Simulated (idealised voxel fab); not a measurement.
process module | voxel wiring stack
cross-section cut | 240 nm wide | cells 5 nm
A cross-section is a grid of square cells, given in bands from the top down. A band is one or more rows of cells.
Each band's line starts with the height of the band's top and of its bottom, in nm. Then come its materials from left to right, each with its width in nm. One material with "throughout" fills the band from edge to edge. "air" is empty space.
Height 0 is the level under which the wafer as received is all one material. The lowest band goes on downwards, as in "0 down".
A width such as "30 to 40" changes by the same amount from each row of cells to the next, from the band's top row to its bottom row.
"no change" after a step means that no cell of the cross-section changed.
closed voids: empty space of 8 cells or more with no open way to the top, each as width x height at its distance from the left edge, in nm
after a step's settings: what the simulator itself notes on the step
overlay nm, on a step with a mask: how far to the right of its planned place the mask lay; to the left if negative
plan
1 op RECEIVE | material Si
2 op CONFORMAL_DEP | material SiO2 | thk nm 15
3 op CONFORMAL_DEP | material SiN | thk nm 5
4 op DIRECTIONAL_DEP | material SiO2 | thk nm 20
5 op MASKED_ETCH | tone open | mask id METAL_1 | width nm 30 | pitch nm 50 | etch materials SiO2 | depth nm 20 | overlay nm 0
6 op MASKED_ETCH | tone open | mask id METAL_1 | width nm 30 | pitch nm 50 | etch materials SiN | depth nm 5 | overlay nm 0
7 op CONFORMAL_DEP | material TiN | thk nm 5
8 op FILL_DEP | material Cu | thk nm 5
9 op CMP | height nm 40
10 op CONFORMAL_DEP | material SiCN | thk nm 5
11 op DIRECTIONAL_DEP | material SiO2 | thk nm 15
12 op PATTERN | tone open | mask id PLUG_1 | material resist | width nm 15 | pitch nm 50 | thk nm 15 | overlay nm 0
13 op DIRECTIONAL_ETCH | etch materials SiO2 | depth nm 15
14 op DIRECTIONAL_ETCH | etch materials SiCN | depth nm 5
15 op STRIP | etch materials resist
16 op CONFORMAL_DEP | material TiN | thk nm 5
17 op FILL_DEP | material Ru | thk nm 5
18 op CMP | height nm 60
19 op DIRECTIONAL_DEP | material TiN | thk nm 5
20 op DIRECTIONAL_DEP | material Ru | thk nm 20
21 op DIRECTIONAL_DEP | material aC | thk nm 10
22 op PATTERN | tone cover | mask id METAL_2 | material resist | width nm 30 | pitch nm 50 | thk nm 25 | overlay nm 0
23 op DIRECTIONAL_ETCH | etch materials aC | depth nm 10
24 op STRIP | etch materials resist
25 op DIRECTIONAL_ETCH | etch materials Ru | depth nm 20
26 op DIRECTIONAL_ETCH | etch materials TiN | depth nm 5
27 op STRIP | etch materials aC
28 op CONFORMAL_DEP | material SiCN | thk nm 5
29 op FILL_DEP | material lowk | thk nm 5
30 op CMP | height nm 85
31 op CONFORMAL_DEP | material SiCN | thk nm 5
32 op DIRECTIONAL_DEP | material SiO2 | thk nm 30
33 op PATTERN | tone open | mask id METAL_3_HOLES | material resist | width nm 15 | pitch nm 100 | thk nm 15 | overlay nm 0
34 op DIRECTIONAL_ETCH | etch materials SiO2 | depth nm 30
35 op STRIP | etch materials resist
36 op PATTERN | tone open | mask id METAL_3 | material resist | width nm 30 | pitch nm 50 | thk nm 20 | overlay nm 0
37 op DIRECTIONAL_ETCH | etch materials SiO2 | depth nm 20
38 op DIRECTIONAL_ETCH | etch materials SiCN | depth nm 5
39 op STRIP | etch materials resist
40 op CONFORMAL_DEP | material TiN | thk nm 5
41 op FILL_DEP | material Cu | thk nm 10
42 op CMP | height nm 120
43 op CONFORMAL_DEP | material SiCN | thk nm 5
as received, after step 1
  0 down: Si throughout
  closed voids: none
a wafer at the end: this start, this plan, one mistake
  125 to 120: SiCN throughout
  120 to 105: SiO2 30 | TiN 5 | Cu 20 | TiN 5 | SiO2 20 | TiN 5 | Cu 20 | TiN 5 | SiO2 20 | TiN 5 | Cu 20 | TiN 5 | SiO2 20 | TiN 5 | Cu 20 | TiN 5 | SiO2 30
  105 to 100: SiO2 30 | TiN 5 | Cu 5 | TiN 20 | SiO2 20 | TiN 30 | SiO2 20 | TiN 5 | Cu 5 | TiN 20 | SiO2 20 | TiN 30 | SiO2 30
  100 to 90: SiO2 30 | TiN 5 | Cu 5 | TiN 5 | SiO2 85 | TiN 5 | Cu 5 | TiN 5 | SiO2 95
  90 to 85: SiCN 30 | TiN 15 | SiCN 85 | TiN 15 | SiCN 95
  85 to 65: lowk 25 | SiCN 5 | Ru 30 | SiCN 5 | lowk 10 | SiCN 5 | Ru 30 | SiCN 5 | lowk 10 | SiCN 5 | Ru 30 | SiCN 5 | lowk 10 | SiCN 5 | Ru 30 | SiCN 5 | lowk 25
  65 to 60: SiCN 30 | TiN 30 | SiCN 20 | TiN 30 | SiCN 20 | TiN 30 | SiCN 20 | TiN 30 | SiCN 30
  60 to 45: SiO2 30 | TiN 5 | Ru 5 | TiN 5 | SiO2 35 | TiN 5 | Ru 5 | TiN 5 | SiO2 35 | TiN 5 | Ru 5 | TiN 5 | SiO2 35 | TiN 5 | Ru 5 | TiN 5 | SiO2 45
  45 to 40: SiCN 30 | TiN 15 | SiCN 35 | TiN 15 | SiCN 35 | TiN 15 | SiCN 35 | TiN 15 | SiCN 45
  40 to 25: SiO2 30 | TiN 5 | Cu 25 | TiN 5 | SiO2 15 | TiN 5 | Cu 25 | TiN 5 | SiO2 15 | TiN 5 | Cu 25 | TiN 5 | SiO2 15 | TiN 5 | Cu 25 | TiN 5 | SiO2 25
  25 to 20: SiO2 30 | TiN 5 | Cu 20 | TiN 10 | SiO2 15 | TiN 5 | Cu 20 | TiN 10 | SiO2 15 | TiN 5 | Cu 20 | TiN 10 | SiO2 15 | TiN 5 | Cu 20 | TiN 10 | SiO2 25
  20 to 15: SiN 30 | TiN 30 | SiN 20 | TiN 30 | SiN 20 | TiN 30 | SiN 20 | TiN 30 | SiN 30
  15 to 0: SiO2 throughout
  0 down: Si throughout
  closed voids: none
what went wrong: step 5 ran as: op MASKED_ETCH | tone open | mask id METAL_1 | width nm 35 | pitch nm 50 | etch materials SiO2 | depth nm 20 | overlay nm 0
